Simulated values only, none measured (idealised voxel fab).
Presented below is a process module, voxel ribs on slabs.
Cross-section cut spans 270 nm and uses square cells 5 nm in size.
The cross-sections in this document take the form of a grid made of square cells. They are written out as bands, in order from top to bottom. Each band consists of one or more rows of cells. The band entry comprises the height of the band's top followed by the height of its bottom, expressed in nm, and subsequently the band's materials from left to right, each stated together with its width in nm. Where a single material is marked with the word "edge to edge", that material fills the band from edge to edge. The word "blank" represents empty space. Measure heights from 0. That's the level where, below it, the as-received wafer is all one material. The lowest band is bottomless and extends downward; write it as in "top 0, no bottom". When a width is written as two numbers, as in "30 to 40", the first number is the width in the top row of cells of the band and the second is the width in its bottom row, and the width changes by the same amount from each row to the next. Given "nothing got changed" for a step, no cell of the cross-section differs between before and after that step. For the entry "Encapsulated voids", the listed items are empty spaces with no open way to the top whose size is 8 cells or more; each item follows the pattern width x height at distance, where distance is from the left edge and all three are in nm. It should be noted that, on the line of a given step, the content following the step's settings is a remark produced by the simulator itself with respect to that step. "overlay nm", when on a step's line for a step with a mask, measures how far to the right of its planned place the mask lay; a negative measure means to the left.
## So here's the lineup of process steps we planned
1) RECEIVE [material Si]
2) DIRECTIONAL_DEP [material SiO2] [thk nm 30]
3) DIRECTIONAL_DEP [material polySi] [thk nm 25]
4) MASKED_ETCH [tone cover] [mask id RIB] [width nm 15] [etch materials polySi] [depth nm 5] [overlay nm 0]
5) MASKED_ETCH [tone cover] [mask id SLAB] [width nm 80] [etch materials polySi] [depth nm 20] [overlay nm 0]
6) FILL_DEP [material SiO2] [thk nm 30]
7) CMP [height nm 75]
8) DIRECTIONAL_DEP [material W] [thk nm 10]
9) PATTERN [tone cover] [mask id HEATER] [material resist] [width nm 30] [thk nm 15] [overlay nm 0]
10) DIRECTIONAL_ETCH [etch materials W] [depth nm 10]
11) STRIP [etch materials resist]
12) CONFORMAL_DEP [material SiO2] [thk nm 10]
Among the wafers covered here, the point of difference is the width nm at step 4; their starting state is shared, and the plan presents the value of the first wafer.
## Sectional view: first of several wafers, as received, after step 1
  top 0, no bottom  Si edge to edge
  Encapsulated voids: none
## Here is how to read the rows: every wafer has a row, and it shows the wafer at the end of the module, giving for each material how many cells were gained (+) or lost (-) since the wafer was received, then listing its closed voids
width nm 15, +859 SiO2, +12 W, +67 polySi, Encapsulated voids: none
width nm 20, +858 SiO2, +12 W, +68 polySi, Encapsulated voids: none
width nm 25, +857 SiO2, +12 W, +69 polySi, Encapsulated voids: none
width nm 30, +856 SiO2, +12 W, +70 polySi, Encapsulated voids: none
width nm 35, +855 SiO2, +12 W, +71 polySi, Encapsulated voids: none
